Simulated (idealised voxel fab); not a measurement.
The document below concerns the process module designated voxel transistor to metal.
For reference, the cross-section in this document is cut, with width 145 nm and square cells of 5 nm.
A cross-section is a grid of square cells, given in bands from the top down. A band is one or more rows of cells.
Each band's line starts with the height of the band's top and of its bottom, in nm. Then come its materials from left to right, each with its width in nm. One material with "everywhere" fills the band from edge to edge. "empty" is empty space.
Measure heights from 0. That's the level where, below it, the as-received wafer is all one material. The lowest band is bottomless and extends downward; write it as in "0 nm and below".
Width: "30 to 40" (first number = top row, second number = bottom row, same change from row to row of cells).
You'll sometimes find "nothing different" written for a step, and that's the way of saying that nowhere in the cross-section did a cell change during that step.
You'll see "Unvented internal voids" listing empty spaces that have no way open to the top, as long as they're 8 cells or more; the notation is width x height at distance, where the distance is from the left edge, and all of it is in nm.
That trailing text on a step's line, after the settings, is the simulator's own remark on the step.
"overlay nm" on a masked step: distance the mask lay right of its planned place, negative for left.

This section lists the process steps that were planned:
step 1: RECEIVE: material Si
step 2: OXIDIZE: depth nm 5
step 3: CONFORMAL_DEP: material SiN, thk nm 10
step 4: PATTERN: tone cover, mask id ACTIVE, material resist, width nm 85, thk nm 15, overlay nm 0
step 5: DIRECTIONAL_ETCH: etch materials SiN, depth nm 10
step 6: DIRECTIONAL_ETCH: etch materials SiO2, depth nm 5
step 7: DIRECTIONAL_ETCH: etch materials Si, depth nm 25
step 8: STRIP: etch materials resist
step 9: FILL_DEP: material SiO2, thk nm 5
step 10: CMP: height nm 10
step 11: SELECTIVE_ETCH: etch materials SiO2, depth nm 5
step 12: STRIP: etch materials SiN
step 13: SELECTIVE_ETCH: etch materials SiO2, depth nm 5
step 14: OXIDIZE: depth nm 5
step 15: DIRECTIONAL_DEP: material polySi, thk nm 25
step 16: DIRECTIONAL_DEP: material SiCN, thk nm 15
step 17: MASKED_ETCH: tone cover, mask id GATE, width nm 15, etch materials SiCN, depth nm 25, overlay nm 0
step 18: MASKED_ETCH: tone cover, mask id GATE, width nm 15, etch materials polySi, depth nm 35, overlay nm 0
step 19: CONFORMAL_DEP: material SiO2, thk nm 5
step 20: DIRECTIONAL_ETCH: etch materials SiO2, depth nm 5
step 21: CONFORMAL_DEP: material SiN, thk nm 10
step 22: DIRECTIONAL_ETCH: etch materials SiN, depth nm 10
step 23: DIRECTIONAL_ETCH: etch materials SiO2, depth nm 5
step 24: DIRECTIONAL_ETCH: etch materials Si, depth nm 5
step 25: EPI: material SiGe, thk nm 5
step 26: FILL_DEP: material SiO2, thk nm 10
step 27: CMP: height nm 35
step 28: DIRECTIONAL_DEP: material SiO2, thk nm 15
step 29: PATTERN: tone open, mask id CONTACT, material resist, width nm 25, pitch nm 50, thk nm 15, overlay nm 0
step 30: DIRECTIONAL_ETCH: etch materials SiO2, depth nm 55
step 31: STRIP: etch materials resist
step 32: CONFORMAL_DEP: material TiN, thk nm 5
step 33: FILL_DEP: material W, thk nm 5
step 34: CMP: height nm 50
step 35: DIRECTIONAL_DEP: material TiN, thk nm 5
step 36: DIRECTIONAL_DEP: material W, thk nm 25
step 37: MASKED_ETCH: tone cover, mask id METAL_1, width nm 15, pitch nm 60, etch materials W, depth nm 25, overlay nm 0
step 38: MASKED_ETCH: tone cover, mask id METAL_1, width nm 15, pitch nm 60, etch materials TiN, depth nm 5, overlay nm 0
step 39: CONFORMAL_DEP: material SiCN, thk nm 5
step 40: FILL_DEP: material SiO2, thk nm 10
step 41: CMP: height nm 80
step 42: CONFORMAL_DEP: material SiCN, thk nm 5

Cross-section of the wafer at receipt, which is the condition after step 1:
* 0 nm and below | Si everywhere
* Unvented internal voids: none

As-planned run: cross-section of the first of two wafers at end of module:
* 85 nm to 80 nm | SiCN everywhere
* 80 nm to 55 nm | SiO2 30 nm, SiCN 5 nm, W 15 nm, SiCN 5 nm, SiO2 35 nm, SiCN 5 nm, W 15 nm, SiCN 5 nm, SiO2 30 nm
* 55 nm to 50 nm | SiCN 35 nm, TiN 15 nm, SiCN 45 nm, TiN 15 nm, SiCN 35 nm
* 50 nm to 40 nm | SiO2 35 nm, TiN 5 nm, W 15 nm, TiN 5 nm, SiO2 25 nm, TiN 5 nm, W 15 nm, TiN 5 nm, SiO2 35 nm
* 40 nm to 35 nm | SiO2 35 nm, TiN 5 nm, W 5 nm, TiN 15 nm, SiO2 25 nm, TiN 15 nm, W 5 nm, TiN 5 nm, SiO2 35 nm
* 35 nm to 20 nm | SiO2 35 nm, TiN 5 nm, W 5 nm, TiN 5 nm, SiN 10 nm, SiO2 5 nm, SiCN 15 nm, SiO2 5 nm, SiN 10 nm, TiN 5 nm, W 5 nm, TiN 5 nm, SiO2 35 nm
* 20 nm to 5 nm | SiO2 35 nm, TiN 5 nm, W 5 nm, TiN 5 nm, SiN 10 nm, SiO2 5 nm, polySi 15 nm, SiO2 5 nm, SiN 10 nm, TiN 5 nm, W 5 nm, TiN 5 nm, SiO2 35 nm
* 5 nm to 0 nm | SiO2 35 nm, TiN 15 nm, SiN 10 nm, SiO2 5 nm, polySi 15 nm, SiO2 5 nm, SiN 10 nm, TiN 15 nm, SiO2 35 nm
* 0 nm to -5 nm | SiO2 30 nm, SiN 10 nm, TiN 10 nm, SiN 10 nm, SiO2 5 nm, polySi 15 nm, SiO2 5 nm, SiN 10 nm, TiN 10 nm, SiN 10 nm, SiO2 30 nm
* -5 nm to -10 nm | SiO2 40 nm, SiGe 10 nm, SiO2 45 nm, SiGe 10 nm, SiO2 40 nm
* -10 nm to -15 nm | SiO2 30 nm, Si 10 nm, SiGe 10 nm, Si 45 nm, SiGe 10 nm, Si 10 nm, SiO2 30 nm
* -15 nm to -30 nm | SiO2 30 nm, Si 85 nm, SiO2 30 nm
* -30 nm and below | Si everywhere
* Unvented internal voids: none

Cross-section at end of module for the second wafer of two, which matched the first in starting point and plan and differed by one mistake in its processing:
* 85 nm to 80 nm | SiCN everywhere
* 80 nm to 55 nm | SiO2 30 nm, SiCN 5 nm, W 15 nm, SiCN 5 nm, SiO2 35 nm, SiCN 5 nm, W 15 nm, SiCN 5 nm, SiO2 30 nm
* 55 nm to 50 nm | SiCN 35 nm, TiN 15 nm, SiCN 45 nm, TiN 15 nm, SiCN 35 nm
* 50 nm to 40 nm | SiO2 35 nm, TiN 5 nm, W 15 nm, TiN 5 nm, SiO2 25 nm, TiN 5 nm, W 15 nm, TiN 5 nm, SiO2 35 nm
* 40 nm to 35 nm | SiO2 35 nm, TiN 5 nm, W 5 nm, TiN 15 nm, SiO2 25 nm, TiN 15 nm, W 5 nm, TiN 5 nm, SiO2 35 nm
* 35 nm to 20 nm | SiO2 35 nm, TiN 5 nm, W 5 nm, TiN 5 nm, SiN 10 nm, SiO2 5 nm, SiCN 15 nm, SiO2 5 nm, SiN 10 nm, TiN 5 nm, W 5 nm, TiN 5 nm, SiO2 35 nm
* 20 nm to 5 nm | SiO2 35 nm, TiN 5 nm, W 5 nm, TiN 5 nm, SiN 10 nm, SiO2 5 nm, polySi 15 nm, SiO2 5 nm, SiN 10 nm, TiN 5 nm, W 5 nm, TiN 5 nm, SiO2 35 nm
* 5 nm to 0 nm | SiO2 35 nm, TiN 15 nm, SiN 10 nm, SiO2 5 nm, polySi 15 nm, SiO2 5 nm, SiN 10 nm, TiN 5 nm, W 5 nm, TiN 5 nm, SiO2 35 nm
* 0 nm to -5 nm | SiO2 35 nm, TiN 5 nm, SiN 20 nm, SiO2 5 nm, polySi 15 nm, SiO2 5 nm, SiN 10 nm, TiN 15 nm, SiO2 5 nm, SiN 10 nm, SiO2 20 nm
* -5 nm to -10 nm | SiO2 95 nm, SiGe 5 nm, SiO2 10 nm, SiGe 5 nm, SiO2 30 nm
* -10 nm to -15 nm | SiO2 40 nm, Si 55 nm, SiGe 20 nm, Si 10 nm, SiO2 20 nm
* -15 nm to -30 nm | SiO2 40 nm, Si 85 nm, SiO2 20 nm
* -30 nm and below | Si everywhere
* Unvented internal voids: none
What was the processing mistake? for step 4, the planned setting was not used; the step was instead run as PATTERN: tone cover, mask id ACTIVE, material resist, width nm 85, thk nm 15, overlay nm 10
Count the cells at the end and the second wafer has more or fewer of some materials than the first: SiGe -2; SiO2 +2; TiN -1; W +1
